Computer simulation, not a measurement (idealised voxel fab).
Process module name: voxel trench capacitor
Square cells of 5 nm make up the cross-section cut, whose width is 210 nm.
Square cells in a grid make up a cross-section in this document, and the grid is given as bands, listed from the top down, each one or more rows of cells.
Band entry format. Leading values: height of top, height of bottom, nm. Remainder: materials in left-to-right order, each with its width in nm. Special words: "full width" on a single material, which then fills the band edge to edge; "blank", empty space.
A quick word on heights: they are counted from 0, and under that level the wafer as it came to us is one material throughout. The lowest band is different from the rest in having no bottom; it simply continues downward, written as in "0 nm and below".
So if you see something like "30 to 40" for the width, read it as the top row of the band sitting at the first number and the bottom row at the second, with every row in between moving by the same amount as the last.
Step marked "nothing altered"? Then no cell in the cross-section changed in it.
The entry titled "Unvented voids" provides the empty spaces that have no open way to the top, restricted to those of 8 cells or more. Each is presented as width x height at distance, the distance being measured from the left edge, with all three in nm.
Step line, after settings: the simulator's comment on this step.
The "overlay nm" setting may appear on a step's line; for a step that uses a mask, it gives how far to the right of its planned position the mask lay, and a negative value indicates the left.

-- The process steps that were planned are listed below
1 RECEIVE | material Si
2 CONFORMAL_DEP | material SiN | thk nm 10
3 PATTERN | tone open | mask id TRENCH | material resist | width nm 20 | pitch nm 35 | thk nm 15 | overlay nm 0
4 DIRECTIONAL_ETCH | etch materials SiN | depth nm 10
5 DIRECTIONAL_ETCH | etch materials Si | depth nm 25
6 STRIP | etch materials resist
7 CONFORMAL_DEP | material SiO2 | thk nm 5
8 FILL_DEP | material polySi | thk nm 5
9 CMP | height nm 10

-- First wafer, two in total, run as planned

-- Here's what the wafer looked like in cross-section when it arrived - that's after step 1
  0 nm and below: Si full width
  Unvented voids: none

-- The following cross-section depicts the wafer upon completion of step 2
  10 nm to 0 nm: SiN full width
  Lower than 0, everything is as it was.

-- The following cross-section depicts the wafer upon completion of step 3
  25 nm to 10 nm: resist=40; blank=20; resist=15; blank=20; resist=15; blank=20; resist=15; blank=20; resist=45
  Lower than 10, everything is as it was.

-- The following cross-section depicts the wafer upon completion of step 4
  25 nm to 10 nm: resist=40; blank=20; resist=15; blank=20; resist=15; blank=20; resist=15; blank=20; resist=45
  10 nm to 0 nm: SiN=40; blank=20; SiN=15; blank=20; SiN=15; blank=20; SiN=15; blank=20; SiN=45
  Lower than 0, everything is as it was.

-- The following cross-section depicts the wafer upon completion of step 5
  25 nm to 10 nm: resist=40; blank=20; resist=15; blank=20; resist=15; blank=20; resist=15; blank=20; resist=45
  10 nm to 0 nm: SiN=40; blank=20; SiN=15; blank=20; SiN=15; blank=20; SiN=15; blank=20; SiN=45
  0 nm to -25 nm: Si=40; blank=20; Si=15; blank=20; Si=15; blank=20; Si=15; blank=20; Si=45
  Lower than -25, everything is as it was.

-- The following cross-section depicts the wafer upon completion of step 6
  10 nm to 0 nm: SiN=40; blank=20; SiN=15; blank=20; SiN=15; blank=20; SiN=15; blank=20; SiN=45
  Lower than 0, everything is as it was.

-- The following cross-section depicts the wafer upon completion of step 7
  15 nm to 10 nm: SiO2=45; blank=10; SiO2=25; blank=10; SiO2=25; blank=10; SiO2=25; blank=10; SiO2=50
  10 nm to 0 nm: SiN=40; SiO2=5; blank=10; SiO2=5; SiN=15; SiO2=5; blank=10; SiO2=5; SiN=15; SiO2=5; blank=10; SiO2=5; SiN=15; SiO2=5; blank=10; SiO2=5; SiN=45
  0 nm to -20 nm: Si=40; SiO2=5; blank=10; SiO2=5; Si=15; SiO2=5; blank=10; SiO2=5; Si=15; SiO2=5; blank=10; SiO2=5; Si=15; SiO2=5; blank=10; SiO2=5; Si=45
  -20 nm to -25 nm: Si=40; SiO2=20; Si=15; SiO2=20; Si=15; SiO2=20; Si=15; SiO2=20; Si=45
  Lower than -25, everything is as it was.

-- The following cross-section depicts the wafer upon completion of step 8
  20 nm to 15 nm: polySi full width
  15 nm to 10 nm: SiO2=45; polySi=10; SiO2=25; polySi=10; SiO2=25; polySi=10; SiO2=25; polySi=10; SiO2=50
  10 nm to 0 nm: SiN=40; SiO2=5; polySi=10; SiO2=5; SiN=15; SiO2=5; polySi=10; SiO2=5; SiN=15; SiO2=5; polySi=10; SiO2=5; SiN=15; SiO2=5; polySi=10; SiO2=5; SiN=45
  0 nm to -20 nm: Si=40; SiO2=5; polySi=10; SiO2=5; Si=15; SiO2=5; polySi=10; SiO2=5; Si=15; SiO2=5; polySi=10; SiO2=5; Si=15; SiO2=5; polySi=10; SiO2=5; Si=45
  Lower than -20, everything is as it was.

-- The following cross-section depicts the wafer upon completion of step 9
  10 nm to 0 nm: SiN=40; SiO2=5; polySi=10; SiO2=5; SiN=15; SiO2=5; polySi=10; SiO2=5; SiN=15; SiO2=5; polySi=10; SiO2=5; SiN=15; SiO2=5; polySi=10; SiO2=5; SiN=45
  Lower than 0, everything is as it was.

-- Here the second wafer is described. Its start and its plan were those of the first wafer. Its run contained one mistake. Up to and including step 2, it did exactly what the first wafer did

-- Second wafer: cross-section at the scheduled end of step 3
  25 nm to 10 nm: blank=40; resist=20; blank=15; resist=20; blank=15; resist=20; blank=15; resist=20; blank=45
  Lower than 10, everything is as it was.

-- Second wafer: cross-section at the scheduled end of step 4
  25 nm to 10 nm: blank=40; resist=20; blank=15; resist=20; blank=15; resist=20; blank=15; resist=20; blank=45
  10 nm to 0 nm: blank=40; SiN=20; blank=15; SiN=20; blank=15; SiN=20; blank=15; SiN=20; blank=45
  Lower than 0, everything is as it was.

-- Second wafer: cross-section at the scheduled end of step 5
  25 nm to 10 nm: blank=40; resist=20; blank=15; resist=20; blank=15; resist=20; blank=15; resist=20; blank=45
  10 nm to 0 nm: blank=40; SiN=20; blank=15; SiN=20; blank=15; SiN=20; blank=15; SiN=20; blank=45
  0 nm to -25 nm: blank=40; Si=20; blank=15; Si=20; blank=15; Si=20; blank=15; Si=20; blank=45
  Lower than -25, everything is as it was.

-- Second wafer: cross-section at the scheduled end of step 6
  10 nm to 0 nm: blank=40; SiN=20; blank=15; SiN=20; blank=15; SiN=20; blank=15; SiN=20; blank=45
  Lower than 0, everything is as it was.

-- Second wafer: cross-section at the scheduled end of step 7
  15 nm to 10 nm: blank=35; SiO2=30; blank=5; SiO2=30; blank=5; SiO2=30; blank=5; SiO2=30; blank=40
  10 nm to 0 nm: blank=35; SiO2=5; SiN=20; SiO2=5; blank=5; SiO2=5; SiN=20; SiO2=5; blank=5; SiO2=5; SiN=20; SiO2=5; blank=5; SiO2=5; SiN=20; SiO2=5; blank=40
  0 nm to -20 nm: blank=35; SiO2=5; Si=20; SiO2=5; blank=5; SiO2=5; Si=20; SiO2=5; blank=5; SiO2=5; Si=20; SiO2=5; blank=5; SiO2=5; Si=20; SiO2=5; blank=40
  -20 nm to -25 nm: SiO2=40; Si=20; SiO2=15; Si=20; SiO2=15; Si=20; SiO2=15; Si=20; SiO2=45
  Lower than -25, everything is as it was.

-- Second wafer: cross-section at the scheduled end of step 8
  20 nm to 15 nm: polySi full width
  15 nm to 10 nm: polySi=35; SiO2=30; polySi=5; SiO2=30; polySi=5; SiO2=30; polySi=5; SiO2=30; polySi=40
  10 nm to 0 nm: polySi=35; SiO2=5; SiN=20; SiO2=5; polySi=5; SiO2=5; SiN=20; SiO2=5; polySi=5; SiO2=5; SiN=20; SiO2=5; polySi=5; SiO2=5; SiN=20; SiO2=5; polySi=40
  0 nm to -20 nm: polySi=35; SiO2=5; Si=20; SiO2=5; polySi=5; SiO2=5; Si=20; SiO2=5; polySi=5; SiO2=5; Si=20; SiO2=5; polySi=5; SiO2=5; Si=20; SiO2=5; polySi=40
  Lower than -20, everything is as it was.

-- Second wafer: cross-section at the scheduled end of step 9
  10 nm to 0 nm: polySi=35; SiO2=5; SiN=20; SiO2=5; polySi=5; SiO2=5; SiN=20; SiO2=5; polySi=5; SiO2=5; SiN=20; SiO2=5; polySi=5; SiO2=5; SiN=20; SiO2=5; polySi=40
  Lower than 0, everything is as it was.
In executing the process, a mistake was made relative to the plan: heads up, step 3 didn't go per plan, it actually ran as PATTERN | tone cover | mask id TRENCH | material resist | width nm 20 | pitch nm 35 | thk nm 15 | overlay nm 0
Final cells, second wafer relative to first, materials higher or lower: Si -50; SiN -20; SiO2 +10; polySi +60
